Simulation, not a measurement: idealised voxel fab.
The document below concerns the process module designated voxel air gaps.
Cross-section cut: width 235 nm, square cells of 5 nm.
Cross-sections here: square-cell grids, written as top-down lists of bands, a band being one or more rows of cells.
Read a band's entry like this: the first values are the height of its top and the height of its bottom in nm, and what follows is the sequence of materials from left to right, each with its width in nm. Note that "air" is empty space, and that a single material marked "edge to edge" reaches across the band from edge to edge.
It should be noted that heights are counted from 0, beneath which the wafer as supplied is of one material throughout, and that the lowest band possesses no lower boundary but continues downward, as written in "0..down".
Width spec "30 to 40" -> top row of cells at first value, bottom row at second value, equal per-row change in between.
Any step labelled "nothing altered" changed none of the cells in the cross-section.
Voids not open to the top, 8 cells minimum: see "Closed void register". Written width x height at distance; distance is from the left edge; nm.
The remark found on a step's line after its settings is issued by the simulator itself and pertains to that step.
"overlay nm" on a masked step: distance the mask lay right of its planned place, negative for left.

-- Process steps - plan
1,RECEIVE with material Si
2,CONFORMAL_DEP with material SiO2, thk nm 15
3,CONFORMAL_DEP with material SiCN, thk nm 5
4,DIRECTIONAL_DEP with material SiO2, thk nm 35
5,DIRECTIONAL_DEP with material aC, thk nm 10
6,PATTERN with tone open, mask id LINES, material resist, width nm 25, pitch nm 50, thk nm 25, overlay nm 0
7,DIRECTIONAL_ETCH with etch materials aC, depth nm 10
8,STRIP with etch materials resist
9,DIRECTIONAL_ETCH with etch materials SiO2, depth nm 35
10,STRIP with etch materials aC
11,CONFORMAL_DEP with material TiN, thk nm 5
12,FILL_DEP with material Cu, thk nm 10
13,CMP with height nm 55
14,EPI with material Ru, thk nm 10
15,SELECTIVE_ETCH with etch materials SiO2, depth nm 45
16,CONFORMAL_DEP with material SiCN, thk nm 5

-- First of two wafers - as planned

-- Shown in cross-section is the wafer as received, that is, as it stands after step 1
0..down | Si edge to edge
Closed void register: none

-- Step 2 complete: cross-section through the wafer
15..0 | SiO2 edge to edge
Lower than 0, everything is as it was.

-- Step 3 complete: cross-section through the wafer
20..15 | SiCN edge to edge
Lower than 15, everything is as it was.

-- Step 4 complete: cross-section through the wafer
55..20 | SiO2 edge to edge
Lower than 20, everything is as it was.

-- Step 5 complete: cross-section through the wafer
65..55 | aC edge to edge
Lower than 55, everything is as it was.

-- Step 6 complete: cross-section through the wafer
90..65 | 55 of resist  25 of air  25 of resist  25 of air  25 of resist  25 of air  55 of resist
Lower than 65, everything is as it was.

-- Step 7 complete: cross-section through the wafer
80..65 | 55 of resist  25 of air  25 of resist  25 of air  25 of resist  25 of air  55 of resist
65..55 | 55 of aC  25 of air  25 of aC  25 of air  25 of aC  25 of air  55 of aC
Lower than 55, everything is as it was.

-- Step 8 complete: cross-section through the wafer
65..55 | 55 of aC  25 of air  25 of aC  25 of air  25 of aC  25 of air  55 of aC
Lower than 55, everything is as it was.

-- Step 9 complete: cross-section through the wafer
65..55 | 55 of aC  25 of air  25 of aC  25 of air  25 of aC  25 of air  55 of aC
55..20 | 55 of SiO2  25 of air  25 of SiO2  25 of air  25 of SiO2  25 of air  55 of SiO2
Lower than 20, everything is as it was.

-- Step 10 complete: cross-section through the wafer
55..20 | 55 of SiO2  25 of air  25 of SiO2  25 of air  25 of SiO2  25 of air  55 of SiO2
Lower than 20, everything is as it was.

-- Step 11 complete: cross-section through the wafer
60..55 | 60 of TiN  15 of air  35 of TiN  15 of air  35 of TiN  15 of air  60 of TiN
55..25 | 55 of SiO2  5 of TiN  15 of air  5 of TiN  25 of SiO2  5 of TiN  15 of air  5 of TiN  25 of SiO2  5 of TiN  15 of air  5 of TiN  55 of SiO2
25..20 | 55 of SiO2  25 of TiN  25 of SiO2  25 of TiN  25 of SiO2  25 of TiN  55 of SiO2
Lower than 20, everything is as it was.

-- Step 12 complete: cross-section through the wafer
70..60 | Cu edge to edge
60..55 | 60 of TiN  15 of Cu  35 of TiN  15 of Cu  35 of TiN  15 of Cu  60 of TiN
55..25 | 55 of SiO2  5 of TiN  15 of Cu  5 of TiN  25 of SiO2  5 of TiN  15 of Cu  5 of TiN  25 of SiO2  5 of TiN  15 of Cu  5 of TiN  55 of SiO2
Lower than 25, everything is as it was.

-- Step 13 complete: cross-section through the wafer
55..25 | 55 of SiO2  5 of TiN  15 of Cu  5 of TiN  25 of SiO2  5 of TiN  15 of Cu  5 of TiN  25 of SiO2  5 of TiN  15 of Cu  5 of TiN  55 of SiO2
Lower than 25, everything is as it was.

-- Step 14 complete: cross-section through the wafer
65..55 | 45 of air  45 of Ru  5 of air  45 of Ru  5 of air  45 of Ru  45 of air
Lower than 55, everything is as it was.

-- Step 15 complete: cross-section through the wafer
65..55 | 45 of air  45 of Ru  5 of air  45 of Ru  5 of air  45 of Ru  45 of air
55..25 | 55 of air  5 of TiN  15 of Cu  5 of TiN  25 of air  5 of TiN  15 of Cu  5 of TiN  25 of air  5 of TiN  15 of Cu  5 of TiN  55 of air
25..20 | 55 of air  25 of TiN  25 of air  25 of TiN  25 of air  25 of TiN  55 of air
Lower than 20, everything is as it was.

-- Step 16 complete: cross-section through the wafer
70..65 | 40 of air  155 of SiCN  40 of air
65..55 | 40 of air  5 of SiCN  45 of Ru  5 of SiCN  45 of Ru  5 of SiCN  45 of Ru  5 of SiCN  40 of air
55..50 | 40 of air  15 of SiCN  5 of TiN  15 of Cu  5 of TiN  25 of SiCN  5 of TiN  15 of Cu  5 of TiN  25 of SiCN  5 of TiN  15 of Cu  5 of TiN  15 of SiCN  40 of air
50..25 | 50 of air  5 of SiCN  5 of TiN  15 of Cu  5 of TiN  5 of SiCN  15 of air  5 of SiCN  5 of TiN  15 of Cu  5 of TiN  5 of SiCN  15 of air  5 of SiCN  5 of TiN  15 of Cu  5 of TiN  5 of SiCN  50 of air
25..20 | 55 of SiCN  25 of TiN  25 of SiCN  25 of TiN  25 of SiCN  25 of TiN  55 of SiCN
Lower than 20, everything is as it was.
Closed void register: 15 x 25 at 85; 15 x 25 at 135

-- Now the other wafer: same start, same recipe, but we messed up one thing when running it. Up to and including step 15 it's the same as the first one

-- Second wafer profile in section, at the moment step 16 of the plan was meant to be complete
70..65 | 40 of air  155 of SiO2  40 of air
65..55 | 40 of air  5 of SiO2  45 of Ru  5 of SiO2  45 of Ru  5 of SiO2  45 of Ru  5 of SiO2  40 of air
55..50 | 40 of air  15 of SiO2  5 of TiN  15 of Cu  5 of TiN  25 of SiO2  5 of TiN  15 of Cu  5 of TiN  25 of SiO2  5 of TiN  15 of Cu  5 of TiN  15 of SiO2  40 of air
50..25 | 50 of air  5 of SiO2  5 of TiN  15 of Cu  5 of TiN  5 of SiO2  15 of air  5 of SiO2  5 of TiN  15 of Cu  5 of TiN  5 of SiO2  15 of air  5 of SiO2  5 of TiN  15 of Cu  5 of TiN  5 of SiO2  50 of air
25..20 | 55 of SiO2  25 of TiN  25 of SiO2  25 of TiN  25 of SiO2  25 of TiN  55 of SiO2
Lower than 20, everything is as it was.
Closed void register: 15 x 25 at 85; 15 x 25 at 135
Deviation noted in wafer processing: rather than as planned, step 16 actually ran as CONFORMAL_DEP with material SiO2, thk nm 5
Counted in cells at the end, the second wafer holds more or fewer of these materials than the first: 117 fewer of SiCN | 117 more of SiO2
